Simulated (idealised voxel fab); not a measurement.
process module | voxel wiring stack
cross-section cut | 210 nm wide | cells 5 nm
A cross-section is a grid of square cells, given in bands from the top down. A band is one or more rows of cells.
Each band's line starts with the height of the band's top and of its bottom, in nm. Then come its materials from left to right, each with its width in nm. One material with "throughout" fills the band from edge to edge. "air" is empty space.
Height 0 is the level under which the wafer as received is all one material. The lowest band goes on downwards, as in "0 down".
A width such as "30 to 40" changes by the same amount from each row of cells to the next, from the band's top row to its bottom row.
"no change" after a step means that no cell of the cross-section changed.
closed voids: empty space of 8 cells or more with no open way to the top, each as width x height at its distance from the left edge, in nm
after a step's settings: what the simulator itself notes on the step
overlay nm, on a step with a mask: how far to the right of its planned place the mask lay; to the left if negative
plan
1 op RECEIVE | material Si
2 op CONFORMAL_DEP | material SiO2 | thk nm 10
3 op DIRECTIONAL_DEP | material TiN | thk nm 5
4 op DIRECTIONAL_DEP | material Ru | thk nm 25
5 op DIRECTIONAL_DEP | material aC | thk nm 10
6 op PATTERN | tone cover | mask id METAL_1 | material resist | width nm 25 | pitch nm 40 | thk nm 25 | overlay nm 0
7 op DIRECTIONAL_ETCH | etch materials aC | depth nm 10
8 op STRIP | etch materials resist
9 op DIRECTIONAL_ETCH | etch materials Ru | depth nm 25
10 op DIRECTIONAL_ETCH | etch materials TiN | depth nm 5
11 op STRIP | etch materials aC
12 op FILL_DEP | material SiO2 | thk nm 5
13 op CMP | height nm 40
14 op CONFORMAL_DEP | material SiCN | thk nm 5
15 op DIRECTIONAL_DEP | material SiO2 | thk nm 15
16 op MASKED_ETCH | tone open | mask id PLUG_1 | width nm 15 | pitch nm 40 | etch materials SiO2 | depth nm 15 | overlay nm 0
17 op MASKED_ETCH | tone open | mask id PLUG_1 | width nm 15 | pitch nm 40 | etch materials SiCN | depth nm 5 | overlay nm 0
18 op CONFORMAL_DEP | material TiN | thk nm 5
19 op FILL_DEP | material Ru | thk nm 10
20 op CMP | height nm 60
21 op CONFORMAL_DEP | material SiN | thk nm 5
22 op DIRECTIONAL_DEP | material lowk | thk nm 15
23 op DIRECTIONAL_DEP | material aC | thk nm 10
24 op PATTERN | tone open | mask id METAL_2 | material resist | width nm 25 | pitch nm 40 | thk nm 30 | overlay nm 0
25 op DIRECTIONAL_ETCH | etch materials aC | depth nm 10
26 op STRIP | etch materials resist
27 op DIRECTIONAL_ETCH | etch materials lowk | depth nm 15
28 op DIRECTIONAL_ETCH | etch materials SiN | depth nm 5
29 op STRIP | etch materials aC
30 op CONFORMAL_DEP | material TiN | thk nm 5
31 op FILL_DEP | material Cu | thk nm 5
32 op CMP | height nm 80
33 op CONFORMAL_DEP | material SiCN | thk nm 5
34 op DIRECTIONAL_DEP | material SiO2 | thk nm 30
35 op MASKED_ETCH | tone open | mask id METAL_3_HOLES | width nm 15 | pitch nm 80 | etch materials SiO2 | depth nm 30 | overlay nm 0
36 op DIRECTIONAL_DEP | material aC | thk nm 15
37 op PATTERN | tone open | mask id METAL_3 | material resist | width nm 25 | pitch nm 40 | thk nm 30 | overlay nm 0
38 op DIRECTIONAL_ETCH | etch materials aC | depth nm 15
39 op STRIP | etch materials resist
40 op DIRECTIONAL_ETCH | etch materials SiO2 | depth nm 20
41 op DIRECTIONAL_ETCH | etch materials SiCN | depth nm 5
42 op STRIP | etch materials aC
43 op CONFORMAL_DEP | material TiN | thk nm 5
44 op FILL_DEP | material Cu | thk nm 10
45 op CMP | height nm 115
46 op CONFORMAL_DEP | material SiN | thk nm 5
first wafer, as planned
as received, after step 1
  0 down: Si throughout
  closed voids: none
after step 2
  10 to 0: SiO2 throughout
  below 0: unchanged
after step 3
  15 to 10: TiN throughout
  below 10: unchanged
after step 4
  40 to 15: Ru throughout
  below 15: unchanged
after step 5
  50 to 40: aC throughout
  below 40: unchanged
after step 6
  75 to 50: air 30 | resist 25 | air 15 | resist 25 | air 15 | resist 25 | air 15 | resist 25 | air 35
  below 50: unchanged
after step 7
  65 to 50: air 30 | resist 25 | air 15 | resist 25 | air 15 | resist 25 | air 15 | resist 25 | air 35
  50 to 40: air 30 | aC 25 | air 15 | aC 25 | air 15 | aC 25 | air 15 | aC 25 | air 35
  below 40: unchanged
after step 8
  50 to 40: air 30 | aC 25 | air 15 | aC 25 | air 15 | aC 25 | air 15 | aC 25 | air 35
  below 40: unchanged
after step 9
  50 to 40: air 30 | aC 25 | air 15 | aC 25 | air 15 | aC 25 | air 15 | aC 25 | air 35
  40 to 15: air 30 | Ru 25 | air 15 | Ru 25 | air 15 | Ru 25 | air 15 | Ru 25 | air 35
  below 15: unchanged
after step 10
  50 to 40: air 30 | aC 25 | air 15 | aC 25 | air 15 | aC 25 | air 15 | aC 25 | air 35
  40 to 15: air 30 | Ru 25 | air 15 | Ru 25 | air 15 | Ru 25 | air 15 | Ru 25 | air 35
  15 to 10: air 30 | TiN 25 | air 15 | TiN 25 | air 15 | TiN 25 | air 15 | TiN 25 | air 35
  below 10: unchanged
after step 11
  40 to 15: air 30 | Ru 25 | air 15 | Ru 25 | air 15 | Ru 25 | air 15 | Ru 25 | air 35
  below 15: unchanged
after step 12
  45 to 40: SiO2 throughout
  40 to 15: SiO2 30 | Ru 25 | SiO2 15 | Ru 25 | SiO2 15 | Ru 25 | SiO2 15 | Ru 25 | SiO2 35
  15 to 10: SiO2 30 | TiN 25 | SiO2 15 | TiN 25 | SiO2 15 | TiN 25 | SiO2 15 | TiN 25 | SiO2 35
  below 10: unchanged
after step 13
  40 to 15: SiO2 30 | Ru 25 | SiO2 15 | Ru 25 | SiO2 15 | Ru 25 | SiO2 15 | Ru 25 | SiO2 35
  below 15: unchanged
after step 14
  45 to 40: SiCN throughout
  below 40: unchanged
after step 15
  60 to 45: SiO2 throughout
  below 45: unchanged
after step 16
  60 to 45: SiO2 30 | air 15 | SiO2 25 | air 15 | SiO2 25 | air 15 | SiO2 25 | air 15 | SiO2 45
  below 45: unchanged
after step 17
  60 to 45: SiO2 30 | air 15 | SiO2 25 | air 15 | SiO2 25 | air 15 | SiO2 25 | air 15 | SiO2 45
  45 to 40: SiCN 30 | air 15 | SiCN 25 | air 15 | SiCN 25 | air 15 | SiCN 25 | air 15 | SiCN 45
  below 40: unchanged
after step 18
  65 to 60: TiN 35 | air 5 | TiN 35 | air 5 | TiN 35 | air 5 | TiN 35 | air 5 | TiN 50
  60 to 45: SiO2 30 | TiN 5 | air 5 | TiN 5 | SiO2 25 | TiN 5 | air 5 | TiN 5 | SiO2 25 | TiN 5 | air 5 | TiN 5 | SiO2 25 | TiN 5 | air 5 | TiN 5 | SiO2 45
  45 to 40: SiCN 30 | TiN 15 | SiCN 25 | TiN 15 | SiCN 25 | TiN 15 | SiCN 25 | TiN 15 | SiCN 45
  below 40: unchanged
after step 19
  75 to 65: Ru throughout
  65 to 60: TiN 35 | Ru 5 | TiN 35 | Ru 5 | TiN 35 | Ru 5 | TiN 35 | Ru 5 | TiN 50
  60 to 45: SiO2 30 | TiN 5 | Ru 5 | TiN 5 | SiO2 25 | TiN 5 | Ru 5 | TiN 5 | SiO2 25 | TiN 5 | Ru 5 | TiN 5 | SiO2 25 | TiN 5 | Ru 5 | TiN 5 | SiO2 45
  below 45: unchanged
after step 20
  60 to 45: SiO2 30 | TiN 5 | Ru 5 | TiN 5 | SiO2 25 | TiN 5 | Ru 5 | TiN 5 | SiO2 25 | TiN 5 | Ru 5 | TiN 5 | SiO2 25 | TiN 5 | Ru 5 | TiN 5 | SiO2 45
  below 45: unchanged
after step 21
  65 to 60: SiN throughout
  below 60: unchanged
after step 22
  80 to 65: lowk throughout
  below 65: unchanged
after step 23
  90 to 80: aC throughout
  below 80: unchanged
after step 24
  120 to 90: resist 30 | air 25 | resist 15 | air 25 | resist 15 | air 25 | resist 15 | air 25 | resist 35
  below 90: unchanged
after step 25
  110 to 90: resist 30 | air 25 | resist 15 | air 25 | resist 15 | air 25 | resist 15 | air 25 | resist 35
  90 to 80: aC 30 | air 25 | aC 15 | air 25 | aC 15 | air 25 | aC 15 | air 25 | aC 35
  below 80: unchanged
after step 26
  90 to 80: aC 30 | air 25 | aC 15 | air 25 | aC 15 | air 25 | aC 15 | air 25 | aC 35
  below 80: unchanged
after step 27
  90 to 80: aC 30 | air 25 | aC 15 | air 25 | aC 15 | air 25 | aC 15 | air 25 | aC 35
  80 to 65: lowk 30 | air 25 | lowk 15 | air 25 | lowk 15 | air 25 | lowk 15 | air 25 | lowk 35
  below 65: unchanged
after step 28
  90 to 80: aC 30 | air 25 | aC 15 | air 25 | aC 15 | air 25 | aC 15 | air 25 | aC 35
  80 to 65: lowk 30 | air 25 | lowk 15 | air 25 | lowk 15 | air 25 | lowk 15 | air 25 | lowk 35
  65 to 60: SiN 30 | air 25 | SiN 15 | air 25 | SiN 15 | air 25 | SiN 15 | air 25 | SiN 35
  below 60: unchanged
after step 29
  80 to 65: lowk 30 | air 25 | lowk 15 | air 25 | lowk 15 | air 25 | lowk 15 | air 25 | lowk 35
  below 65: unchanged
after step 30
  85 to 80: TiN 35 | air 15 | TiN 25 | air 15 | TiN 25 | air 15 | TiN 25 | air 15 | TiN 40
  80 to 65: lowk 30 | TiN 5 | air 15 | TiN 5 | lowk 15 | TiN 5 | air 15 | TiN 5 | lowk 15 | TiN 5 | air 15 | TiN 5 | lowk 15 | TiN 5 | air 15 | TiN 5 | lowk 35
  65 to 60: SiN 30 | TiN 25 | SiN 15 | TiN 25 | SiN 15 | TiN 25 | SiN 15 | TiN 25 | SiN 35
  below 60: unchanged
after step 31
  90 to 85: Cu throughout
  85 to 80: TiN 35 | Cu 15 | TiN 25 | Cu 15 | TiN 25 | Cu 15 | TiN 25 | Cu 15 | TiN 40
  80 to 65: lowk 30 | TiN 5 | Cu 15 | TiN 5 | lowk 15 | TiN 5 | Cu 15 | TiN 5 | lowk 15 | TiN 5 | Cu 15 | TiN 5 | lowk 15 | TiN 5 | Cu 15 | TiN 5 | lowk 35
  below 65: unchanged
after step 32
  80 to 65: lowk 30 | TiN 5 | Cu 15 | TiN 5 | lowk 15 | TiN 5 | Cu 15 | TiN 5 | lowk 15 | TiN 5 | Cu 15 | TiN 5 | lowk 15 | TiN 5 | Cu 15 | TiN 5 | lowk 35
  below 65: unchanged
after step 33
  85 to 80: SiCN throughout
  below 80: unchanged
after step 34
  115 to 85: SiO2 throughout
  below 85: unchanged
after step 35
  115 to 85: SiO2 30 | air 15 | SiO2 65 | air 15 | SiO2 85
  below 85: unchanged
after step 36
  130 to 115: aC 30 | air 15 | aC 65 | air 15 | aC 85
  115 to 100: SiO2 30 | air 15 | SiO2 65 | air 15 | SiO2 85
  100 to 85: SiO2 30 | aC 15 | SiO2 65 | aC 15 | SiO2 85
  below 85: unchanged
after step 37
  160 to 130: resist 30 | air 25 | resist 15 | air 25 | resist 15 | air 25 | resist 15 | air 25 | resist 35
  below 130: unchanged
after step 38
  145 to 130: resist 30 | air 25 | resist 15 | air 25 | resist 15 | air 25 | resist 15 | air 25 | resist 35
  130 to 115: aC 30 | air 25 | aC 15 | air 25 | aC 15 | air 25 | aC 15 | air 25 | aC 35
  115 to 85: SiO2 30 | air 15 | SiO2 65 | air 15 | SiO2 85
  below 85: unchanged
after step 39
  130 to 115: aC 30 | air 25 | aC 15 | air 25 | aC 15 | air 25 | aC 15 | air 25 | aC 35
  below 115: unchanged
after step 40
  130 to 115: aC 30 | air 25 | aC 15 | air 25 | aC 15 | air 25 | aC 15 | air 25 | aC 35
  115 to 95: SiO2 30 | air 25 | SiO2 15 | air 25 | SiO2 15 | air 25 | SiO2 15 | air 25 | SiO2 35
  below 95: unchanged
after step 41
  130 to 115: aC 30 | air 25 | aC 15 | air 25 | aC 15 | air 25 | aC 15 | air 25 | aC 35
  115 to 95: SiO2 30 | air 25 | SiO2 15 | air 25 | SiO2 15 | air 25 | SiO2 15 | air 25 | SiO2 35
  95 to 85: SiO2 30 | air 15 | SiO2 65 | air 15 | SiO2 85
  85 to 80: SiCN 30 | air 15 | SiCN 65 | air 15 | SiCN 85
  below 80: unchanged
after step 42
  115 to 95: SiO2 30 | air 25 | SiO2 15 | air 25 | SiO2 15 | air 25 | SiO2 15 | air 25 | SiO2 35
  below 95: unchanged
after step 43
  120 to 115: TiN 35 | air 15 | TiN 25 | air 15 | TiN 25 | air 15 | TiN 25 | air 15 | TiN 40
  115 to 100: SiO2 30 | TiN 5 | air 15 | TiN 5 | SiO2 15 | TiN 5 | air 15 | TiN 5 | SiO2 15 | TiN 5 | air 15 | TiN 5 | SiO2 15 | TiN 5 | air 15 | TiN 5 | SiO2 35
  100 to 95: SiO2 30 | TiN 5 | air 5 | TiN 15 | SiO2 15 | TiN 25 | SiO2 15 | TiN 5 | air 5 | TiN 15 | SiO2 15 | TiN 25 | SiO2 35
  95 to 85: SiO2 30 | TiN 5 | air 5 | TiN 5 | SiO2 65 | TiN 5 | air 5 | TiN 5 | SiO2 85
  85 to 80: SiCN 30 | TiN 15 | SiCN 65 | TiN 15 | SiCN 85
  below 80: unchanged
after step 44
  130 to 120: Cu throughout
  120 to 115: TiN 35 | Cu 15 | TiN 25 | Cu 15 | TiN 25 | Cu 15 | TiN 25 | Cu 15 | TiN 40
  115 to 100: SiO2 30 | TiN 5 | Cu 15 | TiN 5 | SiO2 15 | TiN 5 | Cu 15 | TiN 5 | SiO2 15 | TiN 5 | Cu 15 | TiN 5 | SiO2 15 | TiN 5 | Cu 15 | TiN 5 | SiO2 35
  100 to 95: SiO2 30 | TiN 5 | Cu 5 | TiN 15 | SiO2 15 | TiN 25 | SiO2 15 | TiN 5 | Cu 5 | TiN 15 | SiO2 15 | TiN 25 | SiO2 35
  95 to 85: SiO2 30 | TiN 5 | Cu 5 | TiN 5 | SiO2 65 | TiN 5 | Cu 5 | TiN 5 | SiO2 85
  below 85: unchanged
after step 45
  115 to 100: SiO2 30 | TiN 5 | Cu 15 | TiN 5 | SiO2 15 | TiN 5 | Cu 15 | TiN 5 | SiO2 15 | TiN 5 | Cu 15 | TiN 5 | SiO2 15 | TiN 5 | Cu 15 | TiN 5 | SiO2 35
  below 100: unchanged
after step 46
  120 to 115: SiN throughout
  below 115: unchanged
second wafer: like start, like plan, one mistake. Through step 42 it matches the first wafer
when step 43 should have ended
  120 to 115: Ru 35 | air 15 | Ru 25 | air 15 | Ru 25 | air 15 | Ru 25 | air 15 | Ru 40
  115 to 100: SiO2 30 | Ru 5 | air 15 | Ru 5 | SiO2 15 | Ru 5 | air 15 | Ru 5 | SiO2 15 | Ru 5 | air 15 | Ru 5 | SiO2 15 | Ru 5 | air 15 | Ru 5 | SiO2 35
  100 to 95: SiO2 30 | Ru 5 | air 5 | Ru 15 | SiO2 15 | Ru 25 | SiO2 15 | Ru 5 | air 5 | Ru 15 | SiO2 15 | Ru 25 | SiO2 35
  95 to 85: SiO2 30 | Ru 5 | air 5 | Ru 5 | SiO2 65 | Ru 5 | air 5 | Ru 5 | SiO2 85
  85 to 80: SiCN 30 | Ru 15 | SiCN 65 | Ru 15 | SiCN 85
  below 80: unchanged
when step 44 should have ended
  130 to 120: Cu throughout
  120 to 115: Ru 35 | Cu 15 | Ru 25 | Cu 15 | Ru 25 | Cu 15 | Ru 25 | Cu 15 | Ru 40
  115 to 100: SiO2 30 | Ru 5 | Cu 15 | Ru 5 | SiO2 15 | Ru 5 | Cu 15 | Ru 5 | SiO2 15 | Ru 5 | Cu 15 | Ru 5 | SiO2 15 | Ru 5 | Cu 15 | Ru 5 | SiO2 35
  100 to 95: SiO2 30 | Ru 5 | Cu 5 | Ru 15 | SiO2 15 | Ru 25 | SiO2 15 | Ru 5 | Cu 5 | Ru 15 | SiO2 15 | Ru 25 | SiO2 35
  95 to 85: SiO2 30 | Ru 5 | Cu 5 | Ru 5 | SiO2 65 | Ru 5 | Cu 5 | Ru 5 | SiO2 85
  below 85: unchanged
when step 45 should have ended
  115 to 100: SiO2 30 | Ru 5 | Cu 15 | Ru 5 | SiO2 15 | Ru 5 | Cu 15 | Ru 5 | SiO2 15 | Ru 5 | Cu 15 | Ru 5 | SiO2 15 | Ru 5 | Cu 15 | Ru 5 | SiO2 35
  below 100: unchanged
when step 46 should have ended
  120 to 115: SiN throughout
  below 115: unchanged
what went wrong: step 43 ran as: op CONFORMAL_DEP | material Ru | thk nm 5
at the end the second wafer has, in cells: 56 more of Ru | 56 fewer of TiN
